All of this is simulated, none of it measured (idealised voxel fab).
Process module name: voxel self aligned contacts
The width of the displayed cross-section, cut, is 290 nm; its cells are square, with a size of 5 nm.
Throughout this document, each cross-section is represented as a grid of square cells and is presented as a sequence of bands enumerated from the top downward, where a band comprises one or more rows of cells.
Top, bottom (nm), then materials left to right with widths (nm); lone material tagged "all across" fills the whole band edge to edge; "air" = empty space.
All heights in this document are referenced to 0, defined as the level beneath which the wafer, as received, consists entirely of one material. The lowest band is not bounded below; it extends indefinitely downward and is written in the form "from 0 down".
Graded width ("30 to 40"): value in top row of band = first number; value in bottom row = second number; row-to-row change constant.
Key: "no alteration" - step with no changed cell in the cross-section.
You'll see "Closed void list" listing empty spaces that have no way open to the top, as long as they're 8 cells or more; the notation is width x height at distance, where the distance is from the left edge, and all of it is in nm.
What comes after the settings on a step's line is commentary from the simulator itself on that step.
overlay nm: right-of-plan distance of the mask on a masked step; negative values mean left-of-plan.

## These are the steps we planned for the process
1. RECEIVE, material Si
2. CONFORMAL_DEP, material SiO2, thk nm 5
3. DIRECTIONAL_DEP, material polySi, thk nm 20
4. DIRECTIONAL_DEP, material SiN, thk nm 25
5. DIRECTIONAL_DEP, material aC, thk nm 15
6. PATTERN, tone cover, mask id GATE, material resist, width nm 30, pitch nm 65, thk nm 35, overlay nm 0
7. DIRECTIONAL_ETCH, etch materials aC, depth nm 15
8. STRIP, etch materials resist
9. DIRECTIONAL_ETCH, etch materials SiN, depth nm 25
10. DIRECTIONAL_ETCH, etch materials polySi, depth nm 20
11. STRIP, etch materials aC
12. CONFORMAL_DEP, material SiN, thk nm 10
13. DIRECTIONAL_ETCH, etch materials SiN, depth nm 10
14. FILL_DEP, material SiO2, thk nm 15
15. CMP, height nm 60
16. DIRECTIONAL_DEP, material aC, thk nm 10
17. PATTERN, tone open, mask id CONTACT, material resist, width nm 45, pitch nm 65, thk nm 25, overlay nm 0
18. DIRECTIONAL_ETCH, etch materials aC, depth nm 10
19. STRIP, etch materials resist
20. DIRECTIONAL_ETCH, etch materials SiO2, depth nm 60
21. STRIP, etch materials aC
22. CONFORMAL_DEP, material TiN, thk nm 5
23. FILL_DEP, material Ru, thk nm 10
24. CMP, height nm 60
25. CONFORMAL_DEP, material SiN, thk nm 5

## So this is the incoming wafer in cross-section - it's already been through step 1
> from 0 down: Si all across
> Closed void list: none

## Result of the module, cross-sectioned: start per above, plan per above, one error in how it was run
> from 65 to 60: SiN all across
> from 60 to 55: SiO2 90, TiN 5, Ru 35, TiN 5, SiO2 20, TiN 5, Ru 35, TiN 5, SiO2 90
> from 55 to 50: SiO2 90, TiN 45, SiO2 20, TiN 45, SiO2 90
> from 50 to 25: SiO2 55, SiN 55, TiN 10, SiN 55, TiN 10, SiN 55, SiO2 50
> from 25 to 5: SiO2 55, SiN 10, polySi 35, SiN 10, TiN 10, SiN 10, polySi 35, SiN 10, TiN 10, SiN 10, polySi 35, SiN 10, SiO2 50
> from 5 to 0: SiO2 110, TiN 10, SiO2 55, TiN 10, SiO2 105
> from 0 down: Si all across
> Closed void list: none
The mistake made against the process plan was this: note that step 6 departed from the planned setting and was carried out as PATTERN, tone cover, mask id GATE, material resist, width nm 35, pitch nm 65, thk nm 35, overlay nm 0
